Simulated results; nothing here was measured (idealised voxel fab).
process module | voxel capacitor over wiring
cross-section cut | 220 nm wide | cells 5 nm
A cross-section is a grid of square cells, given in bands from the top down. A band is one or more rows of cells.
Each band's line starts with the height of the band's top and of its bottom, in nm. Then come its materials from left to right, each with its width in nm. One material with "throughout" fills the band from edge to edge. "air" is empty space.
Height 0 is the level under which the wafer as received is all one material. The lowest band goes on downwards, as in "0 down".
A width such as "30 to 40" changes by the same amount from each row of cells to the next, from the band's top row to its bottom row.
"no change" after a step means that no cell of the cross-section changed.
closed voids: empty space of 8 cells or more with no open way to the top, each as width x height at its distance from the left edge, in nm
after a step's settings: what the simulator itself notes on the step
overlay nm, on a step with a mask: how far to the right of its planned place the mask lay; to the left if negative
plan
1 op RECEIVE | material Si
2 op CONFORMAL_DEP | material SiO2 | thk nm 15
3 op CONFORMAL_DEP | material SiN | thk nm 5
4 op DIRECTIONAL_DEP | material SiO2 | thk nm 25
5 op MASKED_ETCH | tone open | mask id METAL_1 | width nm 20 | pitch nm 80 | etch materials SiO2 | depth nm 25 | overlay nm 0
6 op MASKED_ETCH | tone open | mask id METAL_1 | width nm 20 | pitch nm 80 | etch materials SiN | depth nm 5 | overlay nm 0
7 op CONFORMAL_DEP | material TiN | thk nm 5
8 op FILL_DEP | material Ru | thk nm 10
9 op CMP | height nm 45
10 op EPI | material Ru | thk nm 5
11 op FILL_DEP | material SiCN | thk nm 5
12 op DIRECTIONAL_DEP | material lowk | thk nm 10
13 op MASKED_ETCH | tone open | mask id PLUG_1 | width nm 15 | etch materials lowk | depth nm 10 | overlay nm 0
14 op MASKED_ETCH | tone open | mask id PLUG_1 | width nm 15 | etch materials SiCN | depth nm 5 | overlay nm 0
15 op EPI | material Ru | thk nm 10
16 op EPI | material Ru | thk nm 5
17 op DIRECTIONAL_DEP | material TiN | thk nm 10
18 op DIRECTIONAL_DEP | material Al2O3 | thk nm 5
19 op DIRECTIONAL_DEP | material TiN | thk nm 10
20 op PATTERN | tone cover | mask id UPPER_PLATE | material resist | width nm 55 | thk nm 20 | overlay nm 0
21 op DIRECTIONAL_ETCH | etch materials TiN | depth nm 10
22 op DIRECTIONAL_ETCH | etch materials Al2O3 | depth nm 5
23 op STRIP | etch materials resist
24 op DIRECTIONAL_DEP | material aC | thk nm 15
25 op PATTERN | tone cover | mask id LOWER_PLATE | material resist | width nm 75 | thk nm 30 | overlay nm 0
26 op DIRECTIONAL_ETCH | etch materials aC | depth nm 15
27 op STRIP | etch materials resist
28 op DIRECTIONAL_ETCH | etch materials TiN | depth nm 10
29 op STRIP | etch materials aC
30 op FILL_DEP | material SiO2 | thk nm 15
31 op CMP | height nm 100
32 op DIRECTIONAL_DEP | material aC | thk nm 15
33 op PATTERN | tone open | mask id PLUG_2 | material resist | width nm 15 | thk nm 35 | overlay nm 0
34 op DIRECTIONAL_ETCH | etch materials aC | depth nm 15
35 op STRIP | etch materials resist
36 op DIRECTIONAL_ETCH | etch materials SiO2 | depth nm 10
37 op STRIP | etch materials aC
38 op CONFORMAL_DEP | material TiN | thk nm 5
39 op FILL_DEP | material Ru | thk nm 5
40 op CMP | height nm 100
41 op CONFORMAL_DEP | material SiN | thk nm 5
varied across the wafers: width nm of step 20. The plan shows the first wafer's value. All wafers start alike
first wafer as received, after step 1
  0 down: Si throughout
  closed voids: none
each wafer at the end: cells of each material gained (+) or lost (-) since it was received, then its closed voids
width nm 55 | +11 Al2O3 | +42 Ru | +73 SiCN | +80 SiN | +551 SiO2 | +85 TiN | +82 lowk | closed voids: none
width nm 60 | +12 Al2O3 | +42 Ru | +73 SiCN | +80 SiN | +548 SiO2 | +87 TiN | +82 lowk | closed voids: none
width nm 65 | +13 Al2O3 | +42 Ru | +73 SiCN | +80 SiN | +545 SiO2 | +89 TiN | +82 lowk | closed voids: none
width nm 70 | +14 Al2O3 | +42 Ru | +73 SiCN | +80 SiN | +542 SiO2 | +91 TiN | +82 lowk | closed voids: none
width nm 75 | +15 Al2O3 | +42 Ru | +73 SiCN | +80 SiN | +539 SiO2 | +93 TiN | +82 lowk | closed voids: none
width nm 80 | +16 Al2O3 | +42 Ru | +73 SiCN | +80 SiN | +536 SiO2 | +95 TiN | +82 lowk | closed voids: none
